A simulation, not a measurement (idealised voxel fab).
process module | voxel air gaps
cross-section cut | 235 nm wide | cells 5 nm
A cross-section is a grid of square cells, given in bands from the top down. A band is one or more rows of cells.
Each band's line starts with the height of the band's top and of its bottom, in nm. Then come its materials from left to right, each with its width in nm. One material with "throughout" fills the band from edge to edge. "air" is empty space.
Height 0 is the level under which the wafer as received is all one material. The lowest band goes on downwards, as in "0 down".
A width such as "30 to 40" changes by the same amount from each row of cells to the next, from the band's top row to its bottom row.
"no change" after a step means that no cell of the cross-section changed.
closed voids: empty space of 8 cells or more with no open way to the top, each as width x height at its distance from the left edge, in nm
after a step's settings: what the simulator itself notes on the step
overlay nm, on a step with a mask: how far to the right of its planned place the mask lay; to the left if negative
plan
1 op RECEIVE | material Si
2 op CONFORMAL_DEP | material SiO2 | thk nm 15
3 op CONFORMAL_DEP | material SiN | thk nm 5
4 op DIRECTIONAL_DEP | material lowk | thk nm 35
5 op DIRECTIONAL_DEP | material aC | thk nm 15
6 op PATTERN | tone open | mask id LINES | material resist | width nm 25 | pitch nm 50 | thk nm 30 | overlay nm 0
7 op DIRECTIONAL_ETCH | etch materials aC | depth nm 15
8 op STRIP | etch materials resist
9 op DIRECTIONAL_ETCH | etch materials lowk | depth nm 35
10 op STRIP | etch materials aC
11 op CONFORMAL_DEP | material TiN | thk nm 5
12 op FILL_DEP | material Cu | thk nm 10
13 op CMP | height nm 55
14 op EPI | material Ru | thk nm 10
15 op SELECTIVE_ETCH | etch materials lowk | depth nm 45
16 op CONFORMAL_DEP | material SiCN | thk nm 5
first wafer, as planned
as received, after step 1
  0 down: Si throughout
  closed voids: none
after step 2
  15 to 0: SiO2 throughout
  below 0: unchanged
after step 3
  20 to 15: SiN throughout
  below 15: unchanged
after step 4
  55 to 20: lowk throughout
  below 20: unchanged
after step 5
  70 to 55: aC throughout
  below 55: unchanged
after step 6
  100 to 70: resist 55 | air 25 | resist 25 | air 25 | resist 25 | air 25 | resist 55
  below 70: unchanged
after step 7
  85 to 70: resist 55 | air 25 | resist 25 | air 25 | resist 25 | air 25 | resist 55
  70 to 55: aC 55 | air 25 | aC 25 | air 25 | aC 25 | air 25 | aC 55
  below 55: unchanged
after step 8
  70 to 55: aC 55 | air 25 | aC 25 | air 25 | aC 25 | air 25 | aC 55
  below 55: unchanged
after step 9
  70 to 55: aC 55 | air 25 | aC 25 | air 25 | aC 25 | air 25 | aC 55
  55 to 20: lowk 55 | air 25 | lowk 25 | air 25 | lowk 25 | air 25 | lowk 55
  below 20: unchanged
after step 10
  55 to 20: lowk 55 | air 25 | lowk 25 | air 25 | lowk 25 | air 25 | lowk 55
  below 20: unchanged
after step 11
  60 to 55: TiN 60 | air 15 | TiN 35 | air 15 | TiN 35 | air 15 | TiN 60
  55 to 25: lowk 55 | TiN 5 | air 15 | TiN 5 | lowk 25 | TiN 5 | air 15 | TiN 5 | lowk 25 | TiN 5 | air 15 | TiN 5 | lowk 55
  25 to 20: lowk 55 | TiN 25 | lowk 25 | TiN 25 | lowk 25 | TiN 25 | lowk 55
  below 20: unchanged
after step 12
  70 to 60: Cu throughout
  60 to 55: TiN 60 | Cu 15 | TiN 35 | Cu 15 | TiN 35 | Cu 15 | TiN 60
  55 to 25: lowk 55 | TiN 5 | Cu 15 | TiN 5 | lowk 25 | TiN 5 | Cu 15 | TiN 5 | lowk 25 | TiN 5 | Cu 15 | TiN 5 | lowk 55
  below 25: unchanged
after step 13
  55 to 25: lowk 55 | TiN 5 | Cu 15 | TiN 5 | lowk 25 | TiN 5 | Cu 15 | TiN 5 | lowk 25 | TiN 5 | Cu 15 | TiN 5 | lowk 55
  below 25: unchanged
after step 14
  65 to 55: air 45 | Ru 45 | air 5 | Ru 45 | air 5 | Ru 45 | air 45
  below 55: unchanged
after step 15
  65 to 55: air 45 | Ru 45 | air 5 | Ru 45 | air 5 | Ru 45 | air 45
  55 to 25: air 55 | TiN 5 | Cu 15 | TiN 5 | air 25 | TiN 5 | Cu 15 | TiN 5 | air 25 | TiN 5 | Cu 15 | TiN 5 | air 55
  25 to 20: air 55 | TiN 25 | air 25 | TiN 25 | air 25 | TiN 25 | air 55
  below 20: unchanged
after step 16
  70 to 65: air 40 | SiCN 155 | air 40
  65 to 55: air 40 | SiCN 5 | Ru 45 | SiCN 5 | Ru 45 | SiCN 5 | Ru 45 | SiCN 5 | air 40
  55 to 50: air 40 | SiCN 15 | TiN 5 | Cu 15 | TiN 5 | SiCN 25 | TiN 5 | Cu 15 | TiN 5 | SiCN 25 | TiN 5 | Cu 15 | TiN 5 | SiCN 15 | air 40
  50 to 25: air 50 | SiCN 5 | TiN 5 | Cu 15 | TiN 5 | SiCN 5 | air 15 | SiCN 5 | TiN 5 | Cu 15 | TiN 5 | SiCN 5 | air 15 | SiCN 5 | TiN 5 | Cu 15 | TiN 5 | SiCN 5 | air 50
  25 to 20: SiCN 55 | TiN 25 | SiCN 25 | TiN 25 | SiCN 25 | TiN 25 | SiCN 55
  below 20: unchanged
  closed voids: 15 x 25 at 85; 15 x 25 at 135
second wafer: like start, like plan, one mistake. Through step 13 it matches the first wafer
when step 14 should have ended
  75 to 55: air 35 | Ru 165 | air 35
  below 55: unchanged
when step 15 should have ended
  75 to 55: air 35 | Ru 165 | air 35
  55 to 25: air 55 | TiN 5 | Cu 15 | TiN 5 | lowk 25 | TiN 5 | Cu 15 | TiN 5 | lowk 25 | TiN 5 | Cu 15 | TiN 5 | air 55
  25 to 20: air 55 | TiN 25 | lowk 25 | TiN 25 | lowk 25 | TiN 25 | air 55
  below 20: unchanged
when step 16 should have ended
  80 to 75: air 30 | SiCN 175 | air 30
  75 to 55: air 30 | SiCN 5 | Ru 165 | SiCN 5 | air 30
  55 to 50: air 30 | SiCN 25 | TiN 5 | Cu 15 | TiN 5 | lowk 25 | TiN 5 | Cu 15 | TiN 5 | lowk 25 | TiN 5 | Cu 15 | TiN 5 | SiCN 25 | air 30
  50 to 25: air 50 | SiCN 5 | TiN 5 | Cu 15 | TiN 5 | lowk 25 | TiN 5 | Cu 15 | TiN 5 | lowk 25 | TiN 5 | Cu 15 | TiN 5 | SiCN 5 | air 50
  25 to 20: SiCN 55 | TiN 25 | lowk 25 | TiN 25 | lowk 25 | TiN 25 | SiCN 55
  below 20: unchanged
what went wrong: step 14 was run twice
at the end the second wafer has, in cells: 78 more of Ru | 32 fewer of SiCN | 70 more of lowk
closed voids at the end (first wafer, second wafer): 2, 0
